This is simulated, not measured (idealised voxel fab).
process module | voxel quadruple lines
cross-section cut | 270 nm wide | cells 5 nm
A cross-section is a grid of square cells, given in bands from the top down. A band is one or more rows of cells.
Each band's line starts with the height of the band's top and of its bottom, in nm. Then come its materials from left to right, each with its width in nm. One material with "throughout" fills the band from edge to edge. "air" is empty space.
Height 0 is the level under which the wafer as received is all one material. The lowest band goes on downwards, as in "0 down".
A width such as "30 to 40" changes by the same amount from each row of cells to the next, from the band's top row to its bottom row.
"no change" after a step means that no cell of the cross-section changed.
closed voids: empty space of 8 cells or more with no open way to the top, each as width x height at its distance from the left edge, in nm
after a step's settings: what the simulator itself notes on the step
overlay nm, on a step with a mask: how far to the right of its planned place the mask lay; to the left if negative
plan
1 op RECEIVE | material Si
2 op CONFORMAL_DEP | material SiO2 | thk nm 10
3 op DIRECTIONAL_DEP | material TiN | thk nm 10
4 op DIRECTIONAL_DEP | material polySi | thk nm 15
5 op DIRECTIONAL_DEP | material aC | thk nm 20
6 op PATTERN | tone cover | mask id MANDREL | material resist | width nm 35 | thk nm 30 | overlay nm 0
7 op DIRECTIONAL_ETCH | etch materials aC | depth nm 20
8 op STRIP | etch materials resist
9 op CONFORMAL_DEP | material SiO2 | thk nm 15
10 op DIRECTIONAL_ETCH | etch materials SiO2 | depth nm 15
11 op STRIP | etch materials aC
12 op DIRECTIONAL_ETCH | etch materials polySi | depth nm 15
13 op STRIP | etch materials SiO2
14 op CONFORMAL_DEP | material SiN | thk nm 10
15 op DIRECTIONAL_ETCH | etch materials SiN | depth nm 10
16 op STRIP | etch materials polySi
17 op DIRECTIONAL_ETCH | etch materials TiN | depth nm 10
18 op STRIP | etch materials SiN
19 op FILL_DEP | material SiO2 | thk nm 5
20 op CMP | height nm 20
as received, after step 1
  0 down: Si throughout
  closed voids: none
a wafer at the end: this start, this plan, one mistake
  20 to 10: SiO2 105 | TiN 10 | SiO2 15 | TiN 5 | SiO2 15 | TiN 10 | SiO2 110
  10 to 0: SiO2 throughout
  0 down: Si throughout
  closed voids: none
what went wrong: step 6 ran as: op PATTERN | tone open | mask id MANDREL | material resist | width nm 35 | thk nm 30 | overlay nm 0
